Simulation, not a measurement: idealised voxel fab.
process module | voxel double patterning
cross-section cut | 150 nm wide | cells 5 nm
A cross-section is a grid of square cells, given in bands from the top down. A band is one or more rows of cells.
Each band's line starts with the height of the band's top and of its bottom, in nm. Then come its materials from left to right, each with its width in nm. One material with "throughout" fills the band from edge to edge. "air" is empty space.
Height 0 is the level under which the wafer as received is all one material. The lowest band goes on downwards, as in "0 down".
A width such as "30 to 40" changes by the same amount from each row of cells to the next, from the band's top row to its bottom row.
"no change" after a step means that no cell of the cross-section changed.
closed voids: empty space of 8 cells or more with no open way to the top, each as width x height at its distance from the left edge, in nm
after a step's settings: what the simulator itself notes on the step
overlay nm, on a step with a mask: how far to the right of its planned place the mask lay; to the left if negative
plan
1 op RECEIVE | material Si
2 op CONFORMAL_DEP | material SiN | thk nm 10
3 op DIRECTIONAL_DEP | material SiO2 | thk nm 10
4 op DIRECTIONAL_DEP | material SiCN | thk nm 5
5 op DIRECTIONAL_DEP | material aC | thk nm 15
6 op PATTERN | tone open | mask id FIRST | material resist | width nm 15 | pitch nm 50 | thk nm 35 | overlay nm 0
7 op DIRECTIONAL_ETCH | etch materials aC | depth nm 15
8 op STRIP | etch materials resist
9 op DIRECTIONAL_ETCH | etch materials SiCN | depth nm 5
10 op STRIP | etch materials aC
11 op PATTERN | tone open | mask id SECOND | material resist | width nm 15 | thk nm 15 | overlay nm 0
12 op DIRECTIONAL_ETCH | etch materials SiCN | depth nm 5
13 op STRIP | etch materials resist
14 op DIRECTIONAL_ETCH | etch materials SiO2 | depth nm 10
15 op STRIP | etch materials SiCN
first wafer, as planned
as received, after step 1
  0 down: Si throughout
  closed voids: none
after step 2
  10 to 0: SiN throughout
  below 0: unchanged
after step 3
  20 to 10: SiO2 throughout
  below 10: unchanged
after step 4
  25 to 20: SiCN throughout
  below 20: unchanged
after step 5
  40 to 25: aC throughout
  below 25: unchanged
after step 6
  75 to 40: resist 40 | air 15 | resist 35 | air 15 | resist 45
  below 40: unchanged
after step 7
  60 to 40: resist 40 | air 15 | resist 35 | air 15 | resist 45
  40 to 25: aC 40 | air 15 | aC 35 | air 15 | aC 45
  below 25: unchanged
after step 8
  40 to 25: aC 40 | air 15 | aC 35 | air 15 | aC 45
  below 25: unchanged
after step 9
  40 to 25: aC 40 | air 15 | aC 35 | air 15 | aC 45
  25 to 20: SiCN 40 | air 15 | SiCN 35 | air 15 | SiCN 45
  below 20: unchanged
after step 10
  25 to 20: SiCN 40 | air 15 | SiCN 35 | air 15 | SiCN 45
  below 20: unchanged
after step 11
  40 to 25: resist 65 | air 15 | resist 70
  25 to 20: SiCN 40 | resist 15 | SiCN 35 | resist 15 | SiCN 45
  below 20: unchanged
after step 12
  40 to 25: resist 65 | air 15 | resist 70
  25 to 20: SiCN 40 | resist 15 | SiCN 10 | air 15 | SiCN 10 | resist 15 | SiCN 45
  below 20: unchanged
after step 13
  25 to 20: SiCN 40 | air 15 | SiCN 10 | air 15 | SiCN 10 | air 15 | SiCN 45
  below 20: unchanged
after step 14
  25 to 20: SiCN 40 | air 15 | SiCN 10 | air 15 | SiCN 10 | air 15 | SiCN 45
  20 to 10: SiO2 40 | air 15 | SiO2 10 | air 15 | SiO2 10 | air 15 | SiO2 45
  below 10: unchanged
after step 15
  20 to 10: SiO2 40 | air 15 | SiO2 10 | air 15 | SiO2 10 | air 15 | SiO2 45
  below 10: unchanged
second wafer: like start, like plan, one mistake. Through step 5 it matches the first wafer
when step 6 should have ended
  75 to 40: resist 40 | air 20 | resist 30 | air 20 | resist 40
  below 40: unchanged
when step 7 should have ended
  60 to 40: resist 40 | air 20 | resist 30 | air 20 | resist 40
  40 to 25: aC 40 | air 20 | aC 30 | air 20 | aC 40
  below 25: unchanged
when step 8 should have ended
  40 to 25: aC 40 | air 20 | aC 30 | air 20 | aC 40
  below 25: unchanged
when step 9 should have ended
  40 to 25: aC 40 | air 20 | aC 30 | air 20 | aC 40
  25 to 20: SiCN 40 | air 20 | SiCN 30 | air 20 | SiCN 40
  below 20: unchanged
when step 10 should have ended
  25 to 20: SiCN 40 | air 20 | SiCN 30 | air 20 | SiCN 40
  below 20: unchanged
when step 11 should have ended
  40 to 25: resist 65 | air 15 | resist 70
  25 to 20: SiCN 40 | resist 20 | SiCN 30 | resist 20 | SiCN 40
  below 20: unchanged
when step 12 should have ended
  40 to 25: resist 65 | air 15 | resist 70
  25 to 20: SiCN 40 | resist 20 | SiCN 5 | air 15 | SiCN 10 | resist 20 | SiCN 40
  below 20: unchanged
when step 13 should have ended
  25 to 20: SiCN 40 | air 20 | SiCN 5 | air 15 | SiCN 10 | air 20 | SiCN 40
  below 20: unchanged
when step 14 should have ended
  25 to 20: SiCN 40 | air 20 | SiCN 5 | air 15 | SiCN 10 | air 20 | SiCN 40
  20 to 10: SiO2 40 | air 20 | SiO2 5 | air 15 | SiO2 10 | air 20 | SiO2 40
  below 10: unchanged
when step 15 should have ended
  20 to 10: SiO2 40 | air 20 | SiO2 5 | air 15 | SiO2 10 | air 20 | SiO2 40
  below 10: unchanged
what went wrong: step 6 ran as: op PATTERN | tone open | mask id FIRST | material resist | width nm 20 | pitch nm 50 | thk nm 35 | overlay nm 0
at the end the second wafer has, in cells: 4 fewer of SiO2
